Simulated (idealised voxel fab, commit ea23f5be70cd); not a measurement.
Process module, titled voxel air gaps
The cross-section on display is named cut; it measures 155 nm wide, and its cells are 5 nm squares.
Reading order for cross-sections: top band down to bottom band. Underlying form: a grid of square cells. Band size: one or more rows of cells. This entry defines a band. It first specifies the height of the band's top and the height of its bottom in nm, and then specifies the band's materials from left to right, stating each material with its width in nm. The word "all across" identifies a single material that fills the band from edge to edge, while the word "blank" identifies empty space. The reference from which all heights are counted is 0, the level beneath which the as-received wafer is entirely one material; the lowest band, having no lower bound, proceeds downward and is written after the example "0 and below". Per-row width for "30->40": begins at first number (top row of band), ends at second number (bottom row), increment between rows held constant. "remains unaltered", as given for a step, is the statement that not any cell of the cross-section underwent a change during that step. Entry "Fully closed voids" = empty spaces >= 8 cells with no open way to the top; each as width x height at distance, distance from left edge, all nm. Post-settings text on a step line: simulator's own remark regarding the step. What "overlay nm" on a step's line means: if the step has a mask, that mask lay this far to the right of its planned place, or, when the value is negative, to the left.
[These are the steps we planned for the process]
1 RECEIVE with material Si
2 CONFORMAL_DEP with material SiO2, thk nm 15
3 CONFORMAL_DEP with material SiCN, thk nm 5
4 DIRECTIONAL_DEP with material lowk, thk nm 35
5 PATTERN with tone open, mask id LINES, material resist, width nm 15, pitch nm 40, thk nm 15, overlay nm 0
6 DIRECTIONAL_ETCH with etch materials lowk, depth nm 35
7 STRIP with etch materials resist
8 CONFORMAL_DEP with material TiN, thk nm 5
9 FILL_DEP with material W, thk nm 5
10 CMP with height nm 55
11 EPI with material Ru, thk nm 10
12 SELECTIVE_ETCH with etch materials lowk, depth nm 45
13 CONFORMAL_DEP with material SiCN, thk nm 5
[As received (post step 1): cross-section]
> 0 and below | Si all across
> Fully closed voids: none
[Here's the cross-section of the first of our two wafers at the end of the module - it ran as planned]
> 70 down to 65 | 15 of blank | 125 of SiCN | 15 of blank
> 65 down to 55 | 15 of blank | 5 of SiCN | 35 of Ru | 5 of SiCN | 35 of Ru | 5 of SiCN | 35 of Ru | 5 of SiCN | 15 of blank
> 55 down to 50 | 15 of blank | 15 of SiCN | 5 of TiN | 5 of W | 5 of TiN | 25 of SiCN | 5 of TiN | 5 of W | 5 of TiN | 25 of SiCN | 5 of TiN | 5 of W | 5 of TiN | 15 of SiCN | 15 of blank
> 50 down to 25 | 25 of blank | 5 of SiCN | 5 of TiN | 5 of W | 5 of TiN | 5 of SiCN | 15 of blank | 5 of SiCN | 5 of TiN | 5 of W | 5 of TiN | 5 of SiCN | 15 of blank | 5 of SiCN | 5 of TiN | 5 of W | 5 of TiN | 5 of SiCN | 25 of blank
> 25 down to 20 | 30 of SiCN | 15 of TiN | 25 of SiCN | 15 of TiN | 25 of SiCN | 15 of TiN | 30 of SiCN
> 20 down to 15 | SiCN all across
> 15 down to 0 | SiO2 all across
> 0 and below | Si all across
> Fully closed voids: 15 x 25 at 50; 15 x 25 at 90
[End of module, second wafer, cross-section. Started like the first, planned like the first, run with one mistake]
> 70 down to 65 | 15 of blank | 125 of SiCN | 15 of blank
> 65 down to 55 | 15 of blank | 5 of SiCN | 35 of Ru | 5 of SiCN | 35 of Ru | 5 of SiCN | 35 of Ru | 5 of SiCN | 15 of blank
> 55 down to 50 | 15 of blank | 15 of SiCN | 5 of TiN | 5 of W | 5 of TiN | 25 of SiCN | 5 of TiN | 5 of W | 5 of TiN | 25 of SiCN | 5 of TiN | 5 of W | 5 of TiN | 15 of SiCN | 15 of blank
> 50 down to 25 | 25 of blank | 5 of SiCN | 5 of TiN | 5 of W | 5 of TiN | 5 of SiCN | 15 of blank | 5 of SiCN | 5 of TiN | 5 of W | 5 of TiN | 5 of SiCN | 15 of blank | 5 of SiCN | 5 of TiN | 5 of W | 5 of TiN | 5 of SiCN | 25 of blank
> 25 down to 20 | 30 of SiCN | 15 of TiN | 25 of SiCN | 15 of TiN | 25 of SiCN | 15 of TiN | 30 of SiCN
> 20 down to 0 | SiCN all across
> 0 and below | Si all across
> Fully closed voids: 15 x 25 at 50; 15 x 25 at 90
Want to know what went wrong? step 2 did not happen as planned, as run it was CONFORMAL_DEP with material SiCN, thk nm 15
Final cells, second wafer relative to first, materials higher or lower: +93 SiCN | -93 SiO2
